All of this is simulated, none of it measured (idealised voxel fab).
The name of this process module is voxel transistor to metal.
The figure presents cross-section cut, which has a width of 180 nm and is divided into square cells with an edge length of 5 nm.
When this document writes out a cross-section, it uses a grid of square cells and lists it as bands, beginning at the top and moving down, with a band standing for one or more rows of cells. Band: top and bottom heights (nm) first, top before bottom; then materials from left to right, widths in nm. "all across" marks a sole material filling the band edge to edge. "blank" denotes empty space. Ref level 0: as-received wafer is one material below here. Bottom band extends down with no lower bound ("0 nm and below"). Read "30->40" as a graded width: first number on top, second number at the bottom, same change between each pair of neighbouring rows. No cell of the cross-section changed in a step that is given as "no alterations made". What "Enclosed cavities" gives you is every empty space of 8 cells or more that is cut off from the top. Each appears as width x height at distance, with the distance taken from the left edge and width, height and distance all in nm. What comes after the settings on a step's line is commentary from the simulator itself on that step. overlay nm: for a step with a mask, the amount by which the mask lay right of where it was planned; a negative amount means left of it. What follows is a series of pairs. Each pair shows a cross-section before one process step and the cross-section after it, and the after view is drawn only down to the lowest band that changed. Beneath each pair is the step that lies between the two, with its settings. Pairs may come from different runs of this module on the same starting wafer, so a pair continues from the one above it only where its entry headed "before" says so.
## before
- 30 nm to 20 nm  blank: 65  SiO2: 5  SiCN: 35  SiO2: 5  blank: 70
- 20 nm to 0 nm  blank: 65  SiO2: 5  polySi: 35  SiO2: 5  blank: 70
- 0 nm to -5 nm  SiO2: 30  blank: 35  SiO2: 5  polySi: 35  SiO2: 5  blank: 40  SiO2: 30
- -5 nm to -10 nm  SiO2 all across
- -10 nm to -30 nm  SiO2: 30  Si: 115  SiO2: 35
- -30 nm and below  Si all across
- Enclosed cavities: none
## Post-Step Snapshot
- 35 nm to 30 nm  blank: 60  SiN: 55  blank: 65
- 30 nm to 20 nm  blank: 60  SiN: 5  SiO2: 5  SiCN: 35  SiO2: 5  SiN: 5  blank: 65
- 20 nm to 5 nm  blank: 60  SiN: 5  SiO2: 5  polySi: 35  SiO2: 5  SiN: 5  blank: 65
- 5 nm to 0 nm  SiN: 35  blank: 25  SiN: 5  SiO2: 5  polySi: 35  SiO2: 5  SiN: 5  blank: 30  SiN: 35
- 0 nm to -5 nm  SiO2: 30  SiN: 35  SiO2: 5  polySi: 35  SiO2: 5  SiN: 40  SiO2: 30
- Below -5, no change.
- Enclosed cavities: none
Step applied between the pre-step and post-step cross-sections shown above: CONFORMAL_DEP, material SiN, thk nm 5
before: cross-section not repeated; it is the one shown after the step in the pair just above.
## Post-Step Snapshot
- 30 nm to 20 nm  blank: 60  SiN: 5  SiO2: 5  SiCN: 35  SiO2: 5  SiN: 5  blank: 65
- 20 nm to 0 nm  blank: 60  SiN: 5  SiO2: 5  polySi: 35  SiO2: 5  SiN: 5  blank: 65
- 0 nm to -5 nm  SiO2: 30  SiN: 5  blank: 25  SiN: 5  SiO2: 5  polySi: 35  SiO2: 5  SiN: 5  blank: 30  SiN: 5  SiO2: 30
- Below -5, no change.
- Enclosed cavities: none
Step applied between the pre-step and post-step cross-sections shown above: DIRECTIONAL_ETCH, etch materials SiN, depth nm 5
before: cross-section not repeated; it is the one shown after the step in the pair just above.
## Post-Step Snapshot
- 30 nm to 25 nm  blank: 60  SiN: 5  blank: 5  SiCN: 35  blank: 5  SiN: 5  blank: 65
- 25 nm to 20 nm  blank: 60  SiN: 5  SiO2: 5  SiCN: 35  SiO2: 5  SiN: 5  blank: 65
- 20 nm to 0 nm  blank: 60  SiN: 5  SiO2: 5  polySi: 35  SiO2: 5  SiN: 5  blank: 65
- 0 nm to -5 nm  blank: 30  SiN: 5  blank: 25  SiN: 5  SiO2: 5  polySi: 35  SiO2: 5  SiN: 5  blank: 30  SiN: 5  blank: 30
- -5 nm to -10 nm  SiO2: 35  blank: 25  SiO2: 55  blank: 30  SiO2: 35
- Below -10, no change.
- Enclosed cavities: none
Step applied between the pre-step and post-step cross-sections shown above: DIRECTIONAL_ETCH, etch materials SiO2, depth nm 5
before: cross-section not repeated; it is the one shown after the step in the pair just above.
## Post-Step Snapshot
- 30 nm to 25 nm  blank: 60  SiN: 5  blank: 5  SiCN: 35  blank: 5  SiN: 5  blank: 65
- 25 nm to 20 nm  blank: 60  SiN: 5  SiO2: 5  SiCN: 35  SiO2: 5  SiN: 5  blank: 65
- 20 nm to 0 nm  blank: 60  SiN: 5  SiO2: 5  polySi: 35  SiO2: 5  SiN: 5  blank: 65
- 0 nm to -5 nm  blank: 30  SiN: 5  blank: 25  SiN: 5  SiO2: 5  polySi: 35  SiO2: 5  SiN: 5  blank: 30  SiN: 5  blank: 30
- -5 nm to -10 nm  SiO2: 35  blank: 25  SiO2: 55  blank: 30  SiO2: 35
- -10 nm to -20 nm  SiO2: 30  Si: 5  blank: 25  Si: 55  blank: 30  SiO2: 35
- Below -20, no change.
- Enclosed cavities: none
Step applied between the pre-step and post-step cross-sections shown above: DIRECTIONAL_ETCH, etch materials Si, depth nm 10
before: cross-section not repeated; it is the one shown after the step in the pair just above.
## Post-Step Snapshot
- 30 nm to 25 nm  blank: 60  SiN: 5  blank: 5  SiCN: 35  blank: 5  SiN: 5  blank: 65
- 25 nm to 20 nm  blank: 60  SiN: 5  SiO2: 5  SiCN: 35  SiO2: 5  SiN: 5  blank: 65
- 20 nm to 5 nm  blank: 60  SiN: 5  SiO2: 5  polySi: 35  SiO2: 5  SiN: 5  blank: 65
- 5 nm to 0 nm  blank: 30  SiGe: 30  SiN: 5  SiO2: 5  polySi: 35  SiO2: 5  SiN: 5  SiGe: 15  blank: 50
- 0 nm to -5 nm  blank: 30  SiN: 5  SiGe: 25  SiN: 5  SiO2: 5  polySi: 35  SiO2: 5  SiN: 5  SiGe: 15  blank: 15  SiN: 5  blank: 30
- -5 nm to -10 nm  SiO2: 35  SiGe: 25  SiO2: 55  SiGe: 30  SiO2: 35
- -10 nm to -20 nm  SiO2: 30  Si: 5  SiGe: 25  Si: 55  SiGe: 30  SiO2: 35
- Below -20, no change.
- Enclosed cavities: none
Step applied between the pre-step and post-step cross-sections shown above: EPI, material SiGe, thk nm 15
before: cross-section not repeated; it is the one shown after the step in the pair just above.
## Post-Step Snapshot
- 40 nm to 30 nm  SiO2 all across
- 30 nm to 20 nm  SiO2: 60  SiN: 5  SiO2: 5  SiCN: 35  SiO2: 5  SiN: 5  SiO2: 65
- 20 nm to 5 nm  SiO2: 60  SiN: 5  SiO2: 5  polySi: 35  SiO2: 5  SiN: 5  SiO2: 65
- 5 nm to 0 nm  SiO2: 30  SiGe: 30  SiN: 5  SiO2: 5  polySi: 35  SiO2: 5  SiN: 5  SiGe: 15  SiO2: 50
- 0 nm to -5 nm  SiO2: 30  SiN: 5  SiGe: 25  SiN: 5  SiO2: 5  polySi: 35  SiO2: 5  SiN: 5  SiGe: 15  SiO2: 15  SiN: 5  SiO2: 30
- Below -5, no change.
- Enclosed cavities: none
Step applied between the pre-step and post-step cross-sections shown above: FILL_DEP, material SiO2, thk nm 10
before: cross-section not repeated; it is the one shown after the step in the pair just above.
## Post-Step Snapshot
- 20 nm to 5 nm  SiO2: 60  SiN: 5  SiO2: 5  polySi: 35  SiO2: 5  SiN: 5  SiO2: 65
- Below 5, no change.
- Enclosed cavities: none
Step applied between the pre-step and post-step cross-sections shown above: CMP, height nm 20
before: cross-section not repeated; it is the one shown after the step in the pair just above.
## Post-Step Snapshot
- 20 nm to 5 nm  SiO2: 60  SiN: 5  SiO2: 5  blank: 35  SiO2: 5  SiN: 5  SiO2: 65
- 5 nm to 0 nm  SiO2: 30  SiGe: 30  SiN: 5  SiO2: 5  blank: 35  SiO2: 5  SiN: 5  SiGe: 15  SiO2: 50
- 0 nm to -5 nm  SiO2: 30  SiN: 5  SiGe: 25  SiN: 5  SiO2: 5  blank: 35  SiO2: 5  SiN: 5  SiGe: 15  SiO2: 15  SiN: 5  SiO2: 30
- Below -5, no change.
- Enclosed cavities: none
Step applied between the pre-step and post-step cross-sections shown above: STRIP, etch materials polySi
before: cross-section not repeated; it is the one shown after the step in the pair just above.
## Post-Step Snapshot
- 20 nm to 15 nm  blank: 60  SiN: 5  blank: 45  SiN: 5  blank: 65
- 15 nm to 5 nm  SiO2: 60  SiN: 5  blank: 45  SiN: 5  SiO2: 65
- 5 nm to 0 nm  SiO2: 30  SiGe: 30  SiN: 5  blank: 45  SiN: 5  SiGe: 15  SiO2: 50
- 0 nm to -5 nm  SiO2: 30  SiN: 5  SiGe: 25  SiN: 5  blank: 45  SiN: 5  SiGe: 15  SiO2: 15  SiN: 5  SiO2: 30
- -5 nm to -10 nm  SiO2: 35  SiGe: 25  SiO2: 5  blank: 45  SiO2: 5  SiGe: 30  SiO2: 35
- Below -10, no change.
- Enclosed cavities: none
Step applied between the pre-step and post-step cross-sections shown above: SELECTIVE_ETCH, etch materials SiO2, depth nm 5
before: cross-section not repeated; it is the one shown after the step in the pair just above.
## Post-Step Snapshot
- 25 nm to 20 nm  blank: 55  HfO2: 15  blank: 35  HfO2: 15  blank: 60
- 20 nm to 15 nm  HfO2: 60  SiN: 5  HfO2: 5  blank: 35  HfO2: 5  SiN: 5  HfO2: 65
- 15 nm to 5 nm  SiO2: 60  SiN: 5  HfO2: 5  blank: 35  HfO2: 5  SiN: 5  SiO2: 65
- 5 nm to 0 nm  SiO2: 30  SiGe: 30  SiN: 5  HfO2: 5  blank: 35  HfO2: 5  SiN: 5  SiGe: 15  SiO2: 50
- 0 nm to -5 nm  SiO2: 30  SiN: 5  SiGe: 25  SiN: 5  HfO2: 5  blank: 35  HfO2: 5  SiN: 5  SiGe: 15  SiO2: 15  SiN: 5  SiO2: 30
- -5 nm to -10 nm  SiO2: 35  SiGe: 25  SiO2: 5  HfO2: 45  SiO2: 5  SiGe: 30  SiO2: 35
- Below -10, no change.
- Enclosed cavities: none
Step applied between the pre-step and post-step cross-sections shown above: CONFORMAL_DEP, material HfO2, thk nm 5
before: cross-section not repeated; it is the one shown after the step in the pair just above.
## Post-Step Snapshot
- 30 nm to 25 nm  blank: 50  TiN: 25  blank: 25  TiN: 25  blank: 55
- 25 nm to 20 nm  TiN: 55  HfO2: 15  TiN: 5  blank: 25  TiN: 5  HfO2: 15  TiN: 60
- 20 nm to 15 nm  HfO2: 60  SiN: 5  HfO2: 5  TiN: 5  blank: 25  TiN: 5  HfO2: 5  SiN: 5  HfO2: 65
- 15 nm to 5 nm  SiO2: 60  SiN: 5  HfO2: 5  TiN: 5  blank: 25  TiN: 5  HfO2: 5  SiN: 5  SiO2: 65
- 5 nm to 0 nm  SiO2: 30  SiGe: 30  SiN: 5  HfO2: 5  TiN: 5  blank: 25  TiN: 5  HfO2: 5  SiN: 5  SiGe: 15  SiO2: 50
- 0 nm to -5 nm  SiO2: 30  SiN: 5  SiGe: 25  SiN: 5  HfO2: 5  TiN: 35  HfO2: 5  SiN: 5  SiGe: 15  SiO2: 15  SiN: 5  SiO2: 30
- Below -5, no change.
- Enclosed cavities: none
Step applied between the pre-step and post-step cross-sections shown above: CONFORMAL_DEP, material TiN, thk nm 5
before: cross-section not repeated; it is the one shown after the step in the pair just above.
## Post-Step Snapshot
- 40 nm to 30 nm  W all across
- 30 nm to 25 nm  W: 50  TiN: 25  W: 25  TiN: 25  W: 55
- 25 nm to 20 nm  TiN: 55  HfO2: 15  TiN: 5  W: 25  TiN: 5  HfO2: 15  TiN: 60
- 20 nm to 15 nm  HfO2: 60  SiN: 5  HfO2: 5  TiN: 5  W: 25  TiN: 5  HfO2: 5  SiN: 5  HfO2: 65
- 15 nm to 5 nm  SiO2: 60  SiN: 5  HfO2: 5  TiN: 5  W: 25  TiN: 5  HfO2: 5  SiN: 5  SiO2: 65
- 5 nm to 0 nm  SiO2: 30  SiGe: 30  SiN: 5  HfO2: 5  TiN: 5  W: 25  TiN: 5  HfO2: 5  SiN: 5  SiGe: 15  SiO2: 50
- Below 0, no change.
- Enclosed cavities: none
Step applied between the pre-step and post-step cross-sections shown above: FILL_DEP, material W, thk nm 10
before: cross-section not repeated; it is the one shown after the step in the pair just above.
## Post-Step Snapshot
- 15 nm to 5 nm  SiO2: 60  SiN: 5  HfO2: 5  TiN: 5  W: 25  TiN: 5  HfO2: 5  SiN: 5  SiO2: 65
- Below 5, no change.
- Enclosed cavities: none
Step applied between the pre-step and post-step cross-sections shown above: CMP, height nm 15
before: cross-section not repeated; it is the one shown after the step in the pair just above.
## Post-Step Snapshot
- 30 nm to 15 nm  SiO2 all across
- Below 15, no change.
- Enclosed cavities: none
Step applied between the pre-step and post-step cross-sections shown above: DIRECTIONAL_DEP, material SiO2, thk nm 15
before: cross-section not repeated; it is the one shown after the step in the pair just above.
## Post-Step Snapshot
- 30 nm to 15 nm  SiO2: 35  blank: 20  SiO2: 65  blank: 20  SiO2: 40
- 15 nm to 5 nm  SiO2: 35  blank: 20  SiO2: 5  SiN: 5  HfO2: 5  TiN: 5  W: 25  TiN: 5  HfO2: 5  SiN: 5  SiO2: 5  blank: 20  SiO2: 40
- 5 nm to 0 nm  SiO2: 30  SiGe: 30  SiN: 5  HfO2: 5  TiN: 5  W: 25  TiN: 5  HfO2: 5  SiN: 5  SiGe: 15  blank: 10  SiO2: 40
- 0 nm to -5 nm  SiO2: 30  SiN: 5  SiGe: 25  SiN: 5  HfO2: 5  TiN: 35  HfO2: 5  SiN: 5  SiGe: 15  blank: 10  SiO2: 5  SiN: 5  SiO2: 30
- Below -5, no change.
- Enclosed cavities: none
Step applied between the pre-step and post-step cross-sections shown above: MASKED_ETCH, tone open, mask id CONTACT, width nm 20, pitch nm 85, etch materials SiO2, depth nm 35, overlay nm 0
before: cross-section not repeated; it is the one shown after the step in the pair just above.
## Post-Step Snapshot
- 35 nm to 30 nm  TiN: 40  blank: 10  TiN: 75  blank: 10  TiN: 45
- 30 nm to 15 nm  SiO2: 35  TiN: 5  blank: 10  TiN: 5  SiO2: 65  TiN: 5  blank: 10  TiN: 5  SiO2: 40
- 15 nm to 10 nm  SiO2: 35  TiN: 5  blank: 10  TiN: 5  SiO2: 5  SiN: 5  HfO2: 5  TiN: 5  W: 25  TiN: 5  HfO2: 5  SiN: 5  SiO2: 5  TiN: 5  blank: 10  TiN: 5  SiO2: 40
- 10 nm to 5 nm  SiO2: 35  TiN: 20  SiO2: 5  SiN: 5  HfO2: 5  TiN: 5  W: 25  TiN: 5  HfO2: 5  SiN: 5  SiO2: 5  TiN: 20  SiO2: 40
- 5 nm to 0 nm  SiO2: 30  SiGe: 30  SiN: 5  HfO2: 5  TiN: 5  W: 25  TiN: 5  HfO2: 5  SiN: 5  SiGe: 15  TiN: 10  SiO2: 40
- 0 nm to -5 nm  SiO2: 30  SiN: 5  SiGe: 25  SiN: 5  HfO2: 5  TiN: 35  HfO2: 5  SiN: 5  SiGe: 15  TiN: 10  SiO2: 5  SiN: 5  SiO2: 30
- Below -5, no change.
- Enclosed cavities: none
Step applied between the pre-step and post-step cross-sections shown above: CONFORMAL_DEP, material TiN, thk nm 5
before: cross-section not repeated; it is the one shown after the step in the pair just above.
## Post-Step Snapshot
- 40 nm to 35 nm  Ru all across
- 35 nm to 30 nm  TiN: 40  Ru: 10  TiN: 75  Ru: 10  TiN: 45
- 30 nm to 15 nm  SiO2: 35  TiN: 5  Ru: 10  TiN: 5  SiO2: 65  TiN: 5  Ru: 10  TiN: 5  SiO2: 40
- 15 nm to 10 nm  SiO2: 35  TiN: 5  Ru: 10  TiN: 5  SiO2: 5  SiN: 5  HfO2: 5  TiN: 5  W: 25  TiN: 5  HfO2: 5  SiN: 5  SiO2: 5  TiN: 5  Ru: 10  TiN: 5  SiO2: 40
- Below 10, no change.
- Enclosed cavities: none
Step applied between the pre-step and post-step cross-sections shown above: FILL_DEP, material Ru, thk nm 5
before: cross-section not repeated; it is the one shown after the step in the pair just above.
## Post-Step Snapshot
- 30 nm to 15 nm  SiO2: 35  TiN: 5  Ru: 10  TiN: 5  SiO2: 65  TiN: 5  Ru: 10  TiN: 5  SiO2: 40
- Below 15, no change.
- Enclosed cavities: none
Step applied between the pre-step and post-step cross-sections shown above: CMP, height nm 30
before: cross-section not repeated; it is the one shown after the step in the pair just above.
## Post-Step Snapshot
- 35 nm to 30 nm  SiN all across
- Below 30, no change.
- Enclosed cavities: none
Step applied between the pre-step and post-step cross-sections shown above: CONFORMAL_DEP, material SiN, thk nm 5
before: cross-section not repeated; it is the one shown after the step in the pair just above.
## Post-Step Snapshot
- 50 nm to 35 nm  lowk all across
- Below 35, no change.
- Enclosed cavities: none
Step applied between the pre-step and post-step cross-sections shown above: DIRECTIONAL_DEP, material lowk, thk nm 15
before: cross-section not repeated; it is the one shown after the step in the pair just above.
## Post-Step Snapshot
- 65 nm to 50 nm  aC all across
- Below 50, no change.
- Enclosed cavities: none
Step applied between the pre-step and post-step cross-sections shown above: DIRECTIONAL_DEP, material aC, thk nm 15
before: cross-section not repeated; it is the one shown after the step in the pair just above.
## Post-Step Snapshot
- 100 nm to 65 nm  resist: 35  blank: 20  resist: 65  blank: 20  resist: 40
- Below 65, no change.
- Enclosed cavities: none
Step applied between the pre-step and post-step cross-sections shown above: PATTERN, tone open, mask id METAL_1, material resist, width nm 20, pitch nm 85, thk nm 35, overlay nm 0
before: cross-section not repeated; it is the one shown after the step in the pair just above.
## Post-Step Snapshot
- 85 nm to 65 nm  resist: 35  blank: 20  resist: 65  blank: 20  resist: 40
- 65 nm to 50 nm  aC: 35  blank: 20  aC: 65  blank: 20  aC: 40
- Below 50, no change.
- Enclosed cavities: none
Step applied between the pre-step and post-step cross-sections shown above: DIRECTIONAL_ETCH, etch materials aC, depth nm 15
before: cross-section not repeated; it is the one shown after the step in the pair just above.
## Post-Step Snapshot
- 65 nm to 50 nm  aC: 35  blank: 20  aC: 65  blank: 20  aC: 40
- Below 50, no change.
- Enclosed cavities: none
Step applied between the pre-step and post-step cross-sections shown above: STRIP, etch materials resist
before: cross-section not repeated; it is the one shown after the step in the pair just above.
## Post-Step Snapshot
- 65 nm to 50 nm  aC: 35  blank: 20  aC: 65  blank: 20  aC: 40
- 50 nm to 35 nm  lowk: 35  blank: 20  lowk: 65  blank: 20  lowk: 40
- Below 35, no change.
- Enclosed cavities: none
Step applied between the pre-step and post-step cross-sections shown above: DIRECTIONAL_ETCH, etch materials lowk, depth nm 15
before: cross-section not repeated; it is the one shown after the step in the pair just above.
## Post-Step Snapshot
- 65 nm to 50 nm  aC: 35  blank: 20  aC: 65  blank: 20  aC: 40
- 50 nm to 35 nm  lowk: 35  blank: 20  lowk: 65  blank: 20  lowk: 40
- 35 nm to 30 nm  SiN: 35  blank: 20  SiN: 65  blank: 20  SiN: 40
- Below 30, no change.
- Enclosed cavities: none
Step applied between the pre-step and post-step cross-sections shown above: DIRECTIONAL_ETCH, etch materials SiN, depth nm 5
before: cross-section not repeated; it is the one shown after the step in the pair just above.
## Post-Step Snapshot
- 50 nm to 35 nm  lowk: 35  blank: 20  lowk: 65  blank: 20  lowk: 40
- Below 35, no change.
- Enclosed cavities: none
Step applied between the pre-step and post-step cross-sections shown above: STRIP, etch materials aC
before: cross-section not repeated; it is the one shown after the step in the pair just above.
## Post-Step Snapshot
- 55 nm to 50 nm  TiN: 40  blank: 10  TiN: 75  blank: 10  TiN: 45
- 50 nm to 35 nm  lowk: 35  TiN: 5  blank: 10  TiN: 5  lowk: 65  TiN: 5  blank: 10  TiN: 5  lowk: 40
- 35 nm to 30 nm  SiN: 35  TiN: 20  SiN: 65  TiN: 20  SiN: 40
- Below 30, no change.
- Enclosed cavities: none
Step applied between the pre-step and post-step cross-sections shown above: CONFORMAL_DEP, material TiN, thk nm 5
before: cross-section not repeated; it is the one shown after the step in the pair just above.
## Post-Step Snapshot
- 60 nm to 55 nm  Ru all across
- 55 nm to 50 nm  TiN: 40  Ru: 10  TiN: 75  Ru: 10  TiN: 45
- 50 nm to 35 nm  lowk: 35  TiN: 5  Ru: 10  TiN: 5  lowk: 65  TiN: 5  Ru: 10  TiN: 5  lowk: 40
- Below 35, no change.
- Enclosed cavities: none
Step applied between the pre-step and post-step cross-sections shown above: FILL_DEP, material Ru, thk nm 5
before: cross-section not repeated; it is the one shown after the step in the pair just above.
## Post-Step Snapshot
- 50 nm to 35 nm  lowk: 35  TiN: 5  Ru: 10  TiN: 5  lowk: 65  TiN: 5  Ru: 10  TiN: 5  lowk: 40
- Below 35, no change.
- Enclosed cavities: none
Step applied between the pre-step and post-step cross-sections shown above: CMP, height nm 50
before: cross-section not repeated; it is the one shown after the step in the pair just above.
## Post-Step Snapshot
- 55 nm to 50 nm  SiCN all across
- Below 50, no change.
- Enclosed cavities: none
Step applied between the pre-step and post-step cross-sections shown above: CONFORMAL_DEP, material SiCN, thk nm 5
## before
- 10 nm to 0 nm  SiN all across
- 0 nm to -5 nm  SiO2 all across
- -5 nm and below  Si all across
- Enclosed cavities: none
## Post-Step Snapshot
- 10 nm to 0 nm  blank: 35  SiN: 125  blank: 20
- Below 0, no change.
- Enclosed cavities: none
Step applied between the pre-step and post-step cross-sections shown above: MASKED_ETCH, tone cover, mask id ACTIVE, width nm 125, etch materials SiN, depth nm 10, overlay nm 10
before: cross-section not repeated; it is the one shown after the step in the pair just above.
## Post-Step Snapshot
- 10 nm to 0 nm  blank: 35  SiN: 125  blank: 20
- 0 nm to -5 nm  blank: 25  SiO2: 135  blank: 20
- Below -5, no change.
- Enclosed cavities: none
Step applied between the pre-step and post-step cross-sections shown above: MASKED_ETCH, tone cover, mask id ACTIVE, width nm 125, etch materials SiO2, depth nm 5, overlay nm 0
before: cross-section not repeated; it is the one shown after the step in the pair just above.
## Post-Step Snapshot
- 10 nm to 0 nm  blank: 35  SiN: 125  blank: 20
- 0 nm to -5 nm  blank: 25  SiO2: 135  blank: 20
- -5 nm to -25 nm  blank: 25  Si: 135  blank: 20
- Below -25, no change.
- Enclosed cavities: none
Step applied between the pre-step and post-step cross-sections shown above: MASKED_ETCH, tone cover, mask id ACTIVE, width nm 125, etch materials Si, depth nm 20, overlay nm 0
before: cross-section not repeated; it is the one shown after the step in the pair just above.
## Post-Step Snapshot
- 10 nm to 0 nm  blank: 35  SiN: 125  blank: 20
- 0 nm to -5 nm  blank: 25  SiO2: 135  blank: 20
- -5 nm to -25 nm  blank: 25  SiO2: 5  Si: 125  SiO2: 5  blank: 20
- -25 nm to -30 nm  SiO2: 30  Si: 125  SiO2: 25
- Below -30, no change.
- Enclosed cavities: none
Step applied between the pre-step and post-step cross-sections shown above: OXIDIZE, depth nm 5
before: cross-section not repeated; it is the one shown after the step in the pair just above.
## Post-Step Snapshot
- 25 nm to 10 nm  SiO2 all across
- 10 nm to 0 nm  SiO2: 35  SiN: 125  SiO2: 20
- 0 nm to -5 nm  SiO2 all across
- -5 nm to -30 nm  SiO2: 30  Si: 125  SiO2: 25
- Below -30, no change.
- Enclosed cavities: none
Step applied between the pre-step and post-step cross-sections shown above: FILL_DEP, material SiO2, thk nm 15
before: cross-section not repeated; it is the one shown after the step in the pair just above.
## Post-Step Snapshot
- 10 nm to 0 nm  SiO2: 35  SiN: 125  SiO2: 20
- Below 0, no change.
- Enclosed cavities: none
Step applied between the pre-step and post-step cross-sections shown above: CMP, height nm 10
before: cross-section not repeated; it is the one shown after the step in the pair just above.
## Post-Step Snapshot
- 10 nm to 5 nm  blank: 35  SiN: 125  blank: 20
- Below 5, no change.
- Enclosed cavities: none
Step applied between the pre-step and post-step cross-sections shown above: SELECTIVE_ETCH, etch materials SiO2, depth nm 5
before: cross-section not repeated; it is the one shown after the step in the pair just above.
## Post-Step Snapshot
- 5 nm to 0 nm  SiO2: 35  blank: 125  SiO2: 20
- Below 0, no change.
- Enclosed cavities: none
Step applied between the pre-step and post-step cross-sections shown above: STRIP, etch materials SiN
before: cross-section not repeated; it is the one shown after the step in the pair just above.
## Post-Step Snapshot
- 0 nm to -5 nm  SiO2: 30  blank: 135  SiO2: 15
- Below -5, no change.
- Enclosed cavities: none
Step applied between the pre-step and post-step cross-sections shown above: SELECTIVE_ETCH, etch materials SiO2, depth nm 5
before: cross-section not repeated; it is the one shown after the step in the pair just above.
## Post-Step Snapshot
- 0 nm to -5 nm  SiO2: 30  blank: 135  SiO2: 15
- -5 nm to -10 nm  SiO2 all across
- Below -10, no change.
- Enclosed cavities: none
Step applied between the pre-step and post-step cross-sections shown above: OXIDIZE, depth nm 5
before: cross-section not repeated; it is the one shown after the step in the pair just above.
## Post-Step Snapshot
- 25 nm to 20 nm  polySi: 30  blank: 135  polySi: 15
- 20 nm to 0 nm  polySi all across
- 0 nm to -5 nm  SiO2: 30  polySi: 135  SiO2: 15
- Below -5, no change.
- Enclosed cavities: none
Step applied between the pre-step and post-step cross-sections shown above: DIRECTIONAL_DEP, material polySi, thk nm 25
before: cross-section not repeated; it is the one shown after the step in the pair just above.
## Post-Step Snapshot
- 35 nm to 30 nm  SiCN: 30  blank: 135  SiCN: 15
- 30 nm to 25 nm  SiCN all across
- 25 nm to 20 nm  polySi: 30  SiCN: 135  polySi: 15
- Below 20, no change.
- Enclosed cavities: none
Step applied between the pre-step and post-step cross-sections shown above: DIRECTIONAL_DEP, material SiCN, thk nm 10
before: cross-section not repeated; it is the one shown after the step in the pair just above.
## Post-Step Snapshot
- 30 nm to 25 nm  blank: 70  SiCN: 35  blank: 75
- 25 nm to 20 nm  polySi: 30  blank: 40  SiCN: 35  blank: 60  polySi: 15
- Below 20, no change.
- Enclosed cavities: none
Step applied between the pre-step and post-step cross-sections shown above: MASKED_ETCH, tone cover, mask id GATE, width nm 35, etch materials SiCN, depth nm 20, overlay nm 0
before: cross-section not repeated; it is the one shown after the step in the pair just above.
## Post-Step Snapshot
- 30 nm to 20 nm  blank: 70  SiCN: 35  blank: 75
- 20 nm to 0 nm  blank: 70  polySi: 35  blank: 75
- 0 nm to -5 nm  SiO2: 30  blank: 40  polySi: 35  blank: 60  SiO2: 15
- Below -5, no change.
- Enclosed cavities: none
Step applied between the pre-step and post-step cross-sections shown above: MASKED_ETCH, tone cover, mask id GATE, width nm 35, etch materials polySi, depth nm 35, overlay nm 0
before: cross-section not repeated; it is the one shown after the step in the pair just above.
## Post-Step Snapshot
- 35 nm to 30 nm  blank: 65  SiO2: 45  blank: 70
- 30 nm to 20 nm  blank: 65  SiO2: 5  SiCN: 35  SiO2: 5  blank: 70
- 20 nm to 5 nm  blank: 65  SiO2: 5  polySi: 35  SiO2: 5  blank: 70
- 5 nm to 0 nm  SiO2: 35  blank: 30  SiO2: 5  polySi: 35  SiO2: 5  blank: 50  SiO2: 20
- 0 nm to -5 nm  SiO2: 70  polySi: 35  SiO2: 75
- Below -5, no change.
- Enclosed cavities: none
Step applied between the pre-step and post-step cross-sections shown above: CONFORMAL_DEP, material SiO2, thk nm 5
before: cross-section not repeated; it is the one shown after the step in the pair just above.
## Post-Step Snapshot
- 30 nm to 20 nm  blank: 65  SiO2: 5  SiCN: 35  SiO2: 5  blank: 70
- 20 nm to 0 nm  blank: 65  SiO2: 5  polySi: 35  SiO2: 5  blank: 70
- 0 nm to -5 nm  SiO2: 35  blank: 30  SiO2: 5  polySi: 35  SiO2: 5  blank: 50  SiO2: 20
- Below -5, no change.
- Enclosed cavities: none
Step applied between the pre-step and post-step cross-sections shown above: DIRECTIONAL_ETCH, etch materials SiO2, depth nm 5
before: cross-section not repeated; it is the one shown after the step in the pair just above.
## Post-Step Snapshot
- 35 nm to 30 nm  blank: 60  SiN: 55  blank: 65
- 30 nm to 20 nm  blank: 60  SiN: 5  SiO2: 5  SiCN: 35  SiO2: 5  SiN: 5  blank: 65
- 20 nm to 5 nm  blank: 60  SiN: 5  SiO2: 5  polySi: 35  SiO2: 5  SiN: 5  blank: 65
- 5 nm to 0 nm  SiN: 40  blank: 20  SiN: 5  SiO2: 5  polySi: 35  SiO2: 5  SiN: 5  blank: 40  SiN: 25
- 0 nm to -5 nm  SiO2: 35  SiN: 30  SiO2: 5  polySi: 35  SiO2: 5  SiN: 50  SiO2: 20
- Below -5, no change.
- Enclosed cavities: none
Step applied between the pre-step and post-step cross-sections shown above: CONFORMAL_DEP, material SiN, thk nm 5
before: cross-section not repeated; it is the one shown after the step in the pair just above.
## Post-Step Snapshot
- 30 nm to 20 nm  blank: 60  SiN: 5  SiO2: 5  SiCN: 35  SiO2: 5  SiN: 5  blank: 65
- 20 nm to 0 nm  blank: 60  SiN: 5  SiO2: 5  polySi: 35  SiO2: 5  SiN: 5  blank: 65
- 0 nm to -5 nm  SiO2: 35  SiN: 5  blank: 20  SiN: 5  SiO2: 5  polySi: 35  SiO2: 5  SiN: 5  blank: 40  SiN: 5  SiO2: 20
- Below -5, no change.
- Enclosed cavities: none
Step applied between the pre-step and post-step cross-sections shown above: DIRECTIONAL_ETCH, etch materials SiN, depth nm 5
before: cross-section not repeated; it is the one shown after the step in the pair just above.
## Post-Step Snapshot
- 30 nm to 25 nm  blank: 60  SiN: 5  blank: 5  SiCN: 35  blank: 5  SiN: 5  blank: 65
- 25 nm to 20 nm  blank: 60  SiN: 5  SiO2: 5  SiCN: 35  SiO2: 5  SiN: 5  blank: 65
- 20 nm to 0 nm  blank: 60  SiN: 5  SiO2: 5  polySi: 35  SiO2: 5  SiN: 5  blank: 65
- 0 nm to -5 nm  blank: 35  SiN: 5  blank: 20  SiN: 5  SiO2: 5  polySi: 35  SiO2: 5  SiN: 5  blank: 40  SiN: 5  blank: 20
- -5 nm to -10 nm  SiO2: 40  blank: 20  SiO2: 55  blank: 40  SiO2: 25
- Below -10, no change.
- Enclosed cavities: none
Step applied between the pre-step and post-step cross-sections shown above: DIRECTIONAL_ETCH, etch materials SiO2, depth nm 5
